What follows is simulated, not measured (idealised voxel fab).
The process module that follows is named voxel quadruple lines.
Xsec cut, 300 nm wide, square cell size 5 nm.
Reading order for cross-sections: top band down to bottom band. Underlying form: a grid of square cells. Band size: one or more rows of cells. Heights first: top, then bottom, in nm. Then materials, left to right, each with a width in nm. "throughout" on a single material: fills the band edge to edge. "air": empty space. Beneath 0, the wafer as received is one material, and that level is where height counting begins. The lowest band goes on downward without a bottom; it is written like "0 -> down". Width spec "30->40" -> top row of cells at first value, bottom row at second value, equal per-row change in between. Reading "no alterations made" for a step: not a cell of the cross-section changed in it. In the "Enclosed internal voids" entry, you get each enclosed empty space of 8 cells or more, one with no open way to the top, written width x height at distance, distance from the left edge, in nm. Text after the settings on a step's line: the simulator's own remark on that step. The setting "overlay nm" may be written on the line of a step. When the step uses a mask, the value reports how far to the right of the planned place the mask lay, and a negative value reports that it lay to the left.
THE PROCESS STEPS THAT WERE PLANNED ARE LISTED BELOW
| 1 | RECEIVE (material Si) |
| 2 | CONFORMAL_DEP (material Al2O3; thk nm 5) |
| 3 | DIRECTIONAL_DEP (material W; thk nm 15) |
| 4 | DIRECTIONAL_DEP (material polySi; thk nm 20) |
| 5 | DIRECTIONAL_DEP (material aC; thk nm 25) |
| 6 | PATTERN (tone cover; mask id MANDREL; material resist; width nm 25; pitch nm 80; thk nm 35; overlay nm -15) |
| 7 | DIRECTIONAL_ETCH (etch materials aC; depth nm 25) |
| 8 | STRIP (etch materials resist) |
| 9 | CONFORMAL_DEP (material SiO2; thk nm 15) |
| 10 | DIRECTIONAL_ETCH (etch materials SiO2; depth nm 15) |
| 11 | STRIP (etch materials aC) |
| 12 | DIRECTIONAL_ETCH (etch materials polySi; depth nm 20) |
| 13 | STRIP (etch materials SiO2) |
| 14 | CONFORMAL_DEP (material SiCN; thk nm 5) |
| 15 | DIRECTIONAL_ETCH (etch materials SiCN; depth nm 5) |
| 16 | STRIP (etch materials polySi) |
| 17 | DIRECTIONAL_ETCH (etch materials W; depth nm 15) |
| 18 | STRIP (etch materials SiCN) |
| 19 | FILL_DEP (material SiO2; thk nm 10) |
| 20 | CMP (height nm 20) |
What sets these wafers apart? The overlay nm at step 6. They all start alike, and the plan carries the first wafer's value.
FIRST OF SEVERAL WAFERS (AS RECEIVED, POST STEP 1), CROSS-SECTIONAL VIEW
* 0 -> down = Si throughout
* Enclosed internal voids: none
PER-WAFER ROWS BELOW. FOR EACH MATERIAL: CELLS GAINED (+) OR LOST (-) SINCE THE WAFER WAS RECEIVED, AS OF END OF MODULE. THEN: CLOSED VOIDS
overlay nm -15; +60 Al2O3; +156 SiO2; +24 W; Enclosed internal voids: none
overlay nm -10; +60 Al2O3; +156 SiO2; +24 W; Enclosed internal voids: none
overlay nm -5; +60 Al2O3; +156 SiO2; +24 W; Enclosed internal voids: none
overlay nm 0; +60 Al2O3; +156 SiO2; +24 W; Enclosed internal voids: none
overlay nm 5; +60 Al2O3; +156 SiO2; +24 W; Enclosed internal voids: none
overlay nm 10; +60 Al2O3; +156 SiO2; +24 W; Enclosed internal voids: none
overlay nm 15; +60 Al2O3; +156 SiO2; +24 W; Enclosed internal voids: none
